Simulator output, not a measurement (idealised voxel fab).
Process module under the name voxel self aligned vias
Pictured: cross-section cut, 295 nm wide, on a grid of 5 nm square cells.
The cross-sections in this document take the form of a grid made of square cells. They are written out as bands, in order from top to bottom. Each band consists of one or more rows of cells. Band: top height; bottom height; in nm. Then, left to right: material with width in nm, for each material. "full width": a single material spanning edge to edge. "air": empty space. Heads up on the height convention: 0 is the point under which the incoming wafer is all one material, and the lowest band has no bottom, it just keeps going down, like "z 0 and below". The width entry "30..40" should be interpreted row by row: the top row of cells in the band takes the first number, the bottom row takes the second number, and the change between adjacent rows is uniform throughout. "all unchanged" (step): cross-section cells unchanged, all of them. In "Sealed-off cavities" the enclosed voids are listed, meaning empty spaces of 8 cells or larger without any opening to the top. The form is width x height at distance, distance from the left edge, units nm. Anything after a step's settings on that line? It's the simulator's own note about the step. What "overlay nm" on a step's line means: if the step has a mask, that mask lay this far to the right of its planned place, or, when the value is negative, to the left.
# List of planned process steps
1,op RECEIVE | material Si
2,op CONFORMAL_DEP | material SiO2 | thk nm 10
3,op CONFORMAL_DEP | material SiCN | thk nm 5
4,op DIRECTIONAL_DEP | material SiO2 | thk nm 30
5,op MASKED_ETCH | tone open | mask id LINES | width nm 25 | pitch nm 65 | etch materials SiO2 | depth nm 30 | overlay nm 0
6,op CONFORMAL_DEP | material TiN | thk nm 5
7,op FILL_DEP | material W | thk nm 10
8,op CMP | height nm 45
9,op SELECTIVE_ETCH | etch materials W Ru TiN | depth nm 10
10,op FILL_DEP | material SiN | thk nm 5
11,op CMP | height nm 45
12,op DIRECTIONAL_DEP | material SiO2 | thk nm 15
13,op PATTERN | tone open | mask id VIAS | material resist | width nm 35 | pitch nm 130 | thk nm 15 | overlay nm 0
14,op DIRECTIONAL_ETCH | etch materials SiO2 | depth nm 15
15,op DIRECTIONAL_ETCH | etch materials SiN | depth nm 10
16,op STRIP | etch materials resist
17,op CONFORMAL_DEP | material TiN | thk nm 5
18,op FILL_DEP | material Ru | thk nm 10
19,op CMP | height nm 60
20,op CONFORMAL_DEP | material SiCN | thk nm 5
# As-received wafer cross-section (after step 1)
  z 0 and below: Si full width
  Sealed-off cavities: none
# Cross-sectional view of the first of the two wafers upon completion of the module, processed in accordance with the plan
  z 65 to 60: SiCN full width
  z 60 to 50: 65 nm SiO2; 5 nm TiN; 25 nm Ru; 5 nm TiN; 95 nm SiO2; 5 nm TiN; 25 nm Ru; 5 nm TiN; 65 nm SiO2
  z 50 to 45: 65 nm SiO2; 10 nm TiN; 15 nm Ru; 10 nm TiN; 95 nm SiO2; 10 nm TiN; 15 nm Ru; 10 nm TiN; 65 nm SiO2
  z 45 to 40: 70 nm SiO2; 5 nm TiN; 15 nm Ru; 5 nm TiN; 40 nm SiO2; 25 nm SiN; 40 nm SiO2; 5 nm TiN; 15 nm Ru; 5 nm TiN; 70 nm SiO2
  z 40 to 35: 70 nm SiO2; 25 nm TiN; 40 nm SiO2; 25 nm SiN; 40 nm SiO2; 25 nm TiN; 70 nm SiO2
  z 35 to 20: 70 nm SiO2; 5 nm TiN; 15 nm W; 5 nm TiN; 40 nm SiO2; 5 nm TiN; 15 nm W; 5 nm TiN; 40 nm SiO2; 5 nm TiN; 15 nm W; 5 nm TiN; 70 nm SiO2
  z 20 to 15: 70 nm SiO2; 25 nm TiN; 40 nm SiO2; 25 nm TiN; 40 nm SiO2; 25 nm TiN; 70 nm SiO2
  z 15 to 10: SiCN full width
  z 10 to 0: SiO2 full width
  z 0 and below: Si full width
  Sealed-off cavities: none
# End of module, second wafer, cross-section. Started like the first, planned like the first, run with one mistake
  z 65 to 60: SiCN full width
  z 60 to 45: 65 nm SiO2; 5 nm TiN; 25 nm Ru; 5 nm TiN; 95 nm SiO2; 5 nm TiN; 25 nm Ru; 5 nm TiN; 65 nm SiO2
  z 45 to 40: 65 nm SiO2; 5 nm TiN; 25 nm Ru; 5 nm TiN; 35 nm SiO2; 25 nm SiN; 35 nm SiO2; 5 nm TiN; 25 nm Ru; 5 nm TiN; 65 nm SiO2
  z 40 to 35: 65 nm SiO2; 35 nm TiN; 35 nm SiO2; 25 nm SiN; 35 nm SiO2; 35 nm TiN; 65 nm SiO2
  z 35 to 30: 65 nm SiO2; 10 nm TiN; 15 nm W; 10 nm TiN; 35 nm SiO2; 5 nm TiN; 15 nm W; 5 nm TiN; 35 nm SiO2; 10 nm TiN; 15 nm W; 10 nm TiN; 65 nm SiO2
  z 30 to 20: 70 nm SiO2; 5 nm TiN; 15 nm W; 5 nm TiN; 40 nm SiO2; 5 nm TiN; 15 nm W; 5 nm TiN; 40 nm SiO2; 5 nm TiN; 15 nm W; 5 nm TiN; 70 nm SiO2
  z 20 to 15: 70 nm SiO2; 25 nm TiN; 40 nm SiO2; 25 nm TiN; 40 nm SiO2; 25 nm TiN; 70 nm SiO2
  z 15 to 10: SiCN full width
  z 10 to 0: SiO2 full width
  z 0 and below: Si full width
  Sealed-off cavities: none
Plan not followed: in the plan, step 14 was performed twice
FYI, end of process, the second wafer has more or fewer cells of some materials than the first: 8 more of Ru, 12 fewer of SiO2, 4 more of TiN
